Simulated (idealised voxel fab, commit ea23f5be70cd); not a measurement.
process module | voxel self aligned contacts
The width of the displayed cross-section, cut, is 160 nm; its cells are square, with a size of 5 nm.
Cross-section format: a grid of square cells, given as bands from top to bottom; each band is one or more rows of cells. Top height, bottom height, nm. Materials left to right, width each, nm. Single material + "all across" = fills band edge to edge. "air" = empty. Zero point of the height axis is 0; under it, received wafer = one material. Lowest band: continues down indefinitely, "from 0 down". Width: "30..40" (first number = top row, second number = bottom row, same change from row to row of cells). Reading "everything unchanged" for a step: not a cell of the cross-section changed in it. Empty spaces without an open route to the top, at least 8 cells in extent, make up the entry "Sealed void list"; each is given as width x height at distance, where the distance is measured from the left edge, and all are in nm. Formally, on a step line, whatever follows the settings is a remark that the simulator itself makes on the step. "overlay nm" on a masked step: distance the mask lay right of its planned place, negative for left.
**Process steps - plan**
1) RECEIVE, material Si
2) OXIDIZE, depth nm 5
3) DIRECTIONAL_DEP, material polySi, thk nm 25
4) DIRECTIONAL_DEP, material SiN, thk nm 20
5) PATTERN, tone cover, mask id GATE, material resist, width nm 35, pitch nm 70, thk nm 15, overlay nm 0
6) DIRECTIONAL_ETCH, etch materials SiN, depth nm 20
7) DIRECTIONAL_ETCH, etch materials polySi, depth nm 25
8) STRIP, etch materials resist
9) CONFORMAL_DEP, material SiN, thk nm 5
10) DIRECTIONAL_ETCH, etch materials SiN, depth nm 5
11) FILL_DEP, material SiO2, thk nm 15
12) CMP, height nm 50
13) PATTERN, tone open, mask id CONTACT, material resist, width nm 45, thk nm 15, overlay nm 0
14) DIRECTIONAL_ETCH, etch materials SiO2, depth nm 55
15) STRIP, etch materials resist
16) CONFORMAL_DEP, material TiN, thk nm 5
17) FILL_DEP, material Ru, thk nm 10
18) CMP, height nm 50
19) CONFORMAL_DEP, material SiN, thk nm 5
**Wafer at receipt (post step 1), cross-section**
> from 0 down  Si all across
> Sealed void list: none
**Figure: cross-sectional view of the wafer upon completion of the module, processed from the initial state and according to the plan depicted above, with one error introduced during execution**
> from 55 to 50  SiN all across
> from 50 to 45  polySi all across
> from 45 to 25  polySi=20, then SiN=45, then polySi=25, then SiN=45, then polySi=25
> from 25 to 0  polySi=20, then SiN=5, then polySi=35, then SiN=5, then polySi=25, then SiN=5, then polySi=35, then SiN=5, then polySi=25
> from 0 to -5  SiO2 all across
> from -5 down  Si all across
> Sealed void list: none
Finding, execution versus plan: step 11 went in with a setting other than planned; the actual run was FILL_DEP, material polySi, thk nm 15
